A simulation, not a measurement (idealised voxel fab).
Process module under the name voxel capacitor over wiring
Displayed cross-section: cut, width of 225 nm, square cells sized 5 nm.
A cross-section is written here as square cells arranged in a grid, and it is given in bands from the top down, each band taking up one or more rows of cells. It is stipulated that each band's entry specify, in nanometres, the height of the top of the band and then that of its bottom, followed by the materials of the band in left-to-right sequence, each together with its width in nanometres. A single material marked by the word "all across" is understood to fill the band from edge to edge; the word "empty" is understood to denote empty space. All heights in this document are referenced to 0, defined as the level beneath which the wafer, as received, consists entirely of one material. The lowest band is not bounded below; it extends indefinitely downward and is written in the form "z 0 and below". Per-row width for "30->40": begins at first number (top row of band), ends at second number (bottom row), increment between rows held constant. Basically "nothing changed" means that step didn't change any cell in the cross-section. "Voids, fully enclosed": sealed empty spaces, 8 cells or more, no open way to top, listed width x height at distance, with distance from the left edge and width, height and distance in nm. If you see something after the settings on a step's line, that's the simulator's own remark about that step. overlay nm: mask offset rightward from planned place, masked step; negative means leftward offset.
## This section lists the process steps that were planned
step 1: RECEIVE | material Si
step 2: CONFORMAL_DEP | material SiO2 | thk nm 15
step 3: CONFORMAL_DEP | material SiN | thk nm 5
step 4: DIRECTIONAL_DEP | material SiO2 | thk nm 15
step 5: DIRECTIONAL_DEP | material aC | thk nm 10
step 6: PATTERN | tone open | mask id METAL_1 | material resist | width nm 20 | pitch nm 90 | thk nm 25 | overlay nm 0
step 7: DIRECTIONAL_ETCH | etch materials aC | depth nm 10
step 8: STRIP | etch materials resist
step 9: DIRECTIONAL_ETCH | etch materials SiO2 | depth nm 15
step 10: DIRECTIONAL_ETCH | etch materials SiN | depth nm 5
step 11: STRIP | etch materials aC
step 12: CONFORMAL_DEP | material TiN | thk nm 5
step 13: FILL_DEP | material Cu | thk nm 10
step 14: CMP | height nm 35
step 15: EPI | material Ru | thk nm 5
step 16: FILL_DEP | material SiCN | thk nm 5
step 17: DIRECTIONAL_DEP | material SiO2 | thk nm 20
step 18: PATTERN | tone open | mask id PLUG_1 | material resist | width nm 15 | thk nm 15 | overlay nm 0
step 19: DIRECTIONAL_ETCH | etch materials SiO2 | depth nm 20
step 20: DIRECTIONAL_ETCH | etch materials SiCN | depth nm 5
step 21: STRIP | etch materials resist
step 22: EPI | material Ru | thk nm 10
step 23: EPI | material Ru | thk nm 10
step 24: EPI | material Ru | thk nm 5
step 25: DIRECTIONAL_DEP | material TiN | thk nm 10
step 26: DIRECTIONAL_DEP | material SiN | thk nm 5
step 27: DIRECTIONAL_DEP | material TiN | thk nm 5
step 28: MASKED_ETCH | tone cover | mask id UPPER_PLATE | width nm 75 | etch materials TiN | depth nm 5 | overlay nm 0
step 29: MASKED_ETCH | tone cover | mask id UPPER_PLATE | width nm 75 | etch materials SiN | depth nm 5 | overlay nm 0
step 30: PATTERN | tone cover | mask id LOWER_PLATE | material resist | width nm 85 | thk nm 15 | overlay nm 0
step 31: DIRECTIONAL_ETCH | etch materials TiN | depth nm 10
step 32: STRIP | etch materials resist
step 33: FILL_DEP | material SiO2 | thk nm 20
step 34: CMP | height nm 100
step 35: MASKED_ETCH | tone open | mask id PLUG_2 | width nm 15 | etch materials SiO2 | depth nm 15 | overlay nm 0
step 36: CONFORMAL_DEP | material TiN | thk nm 5
step 37: FILL_DEP | material Cu | thk nm 5
step 38: CMP | height nm 100
step 39: CONFORMAL_DEP | material SiCN | thk nm 5
## Wafer cross-section on receipt, i.e. after step 1
- z 0 and below  Si all across
- Voids, fully enclosed: none
## Look at the cross-section after the module: the wafer started out the way shown above and the plan was the one shown above, yet one mistake was made along the way
- z 105 to 100  SiCN all across
- z 100 to 90  70 SiO2, 5 TiN, 5 Cu, 5 TiN, 140 SiO2
- z 90 to 80  70->60 SiO2, 15->75 TiN, 140->90 SiO2
- z 80 to 75  60 SiO2, 75 SiN, 90 SiO2
- z 75 to 65  55 SiO2, 85 TiN, 85 SiO2
- z 65 to 45  60 SiO2, 15 Ru, 150 SiO2
- z 45 to 40  60 SiCN, 15 Ru, 150 SiCN
- z 40 to 35  50 SiCN, 30 Ru, 60 SiCN, 30 Ru, 55 SiCN
- z 35 to 20  55 SiO2, 5 TiN, 10 SiO2, 5 TiN, 70 SiO2, 5 TiN, 10 SiO2, 5 TiN, 60 SiO2
- z 20 to 15  55 SiN, 20 TiN, 70 SiN, 20 TiN, 60 SiN
- z 15 to 0  SiO2 all across
- z 0 and below  Si all across
- Voids, fully enclosed: none
The plan and the run diverged here: contrary to plan, step 13 was performed as FILL_DEP | material SiO2 | thk nm 10
